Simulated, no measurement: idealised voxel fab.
process module | voxel lift off
cross-section cut | 205 nm wide | cells 5 nm
A cross-section is a grid of square cells, given in bands from the top down. A band is one or more rows of cells.
Each band's line starts with the height of the band's top and of its bottom, in nm. Then come its materials from left to right, each with its width in nm. One material with "throughout" fills the band from edge to edge. "air" is empty space.
Height 0 is the level under which the wafer as received is all one material. The lowest band goes on downwards, as in "0 down".
A width such as "30 to 40" changes by the same amount from each row of cells to the next, from the band's top row to its bottom row.
"no change" after a step means that no cell of the cross-section changed.
closed voids: empty space of 8 cells or more with no open way to the top, each as width x height at its distance from the left edge, in nm
after a step's settings: what the simulator itself notes on the step
overlay nm, on a step with a mask: how far to the right of its planned place the mask lay; to the left if negative
plan
1 op RECEIVE | material Si
2 op CONFORMAL_DEP | material Al2O3 | thk nm 15
3 op PATTERN | tone open | mask id LINES | material resist | width nm 15 | pitch nm 50 | thk nm 20 | overlay nm 0
4 op DIRECTIONAL_DEP | material Ru | thk nm 5
5 op STRIP | etch materials resist
6 op CONFORMAL_DEP | material SiN | thk nm 10
varied across the wafers: width nm of step 3. The plan shows the first wafer's value. All wafers start alike
first wafer as received, after step 1
  0 down: Si throughout
  closed voids: none
each wafer at the end: cells of each material gained (+) or lost (-) since it was received, then its closed voids
width nm 15 | +123 Al2O3 | +6 Ru | +90 SiN | closed voids: none
width nm 20 | +123 Al2O3 | +8 Ru | +90 SiN | closed voids: none
width nm 25 | +123 Al2O3 | +10 Ru | +90 SiN | closed voids: none
width nm 30 | +123 Al2O3 | +12 Ru | +90 SiN | closed voids: none
width nm 35 | +123 Al2O3 | +14 Ru | +89 SiN | closed voids: none
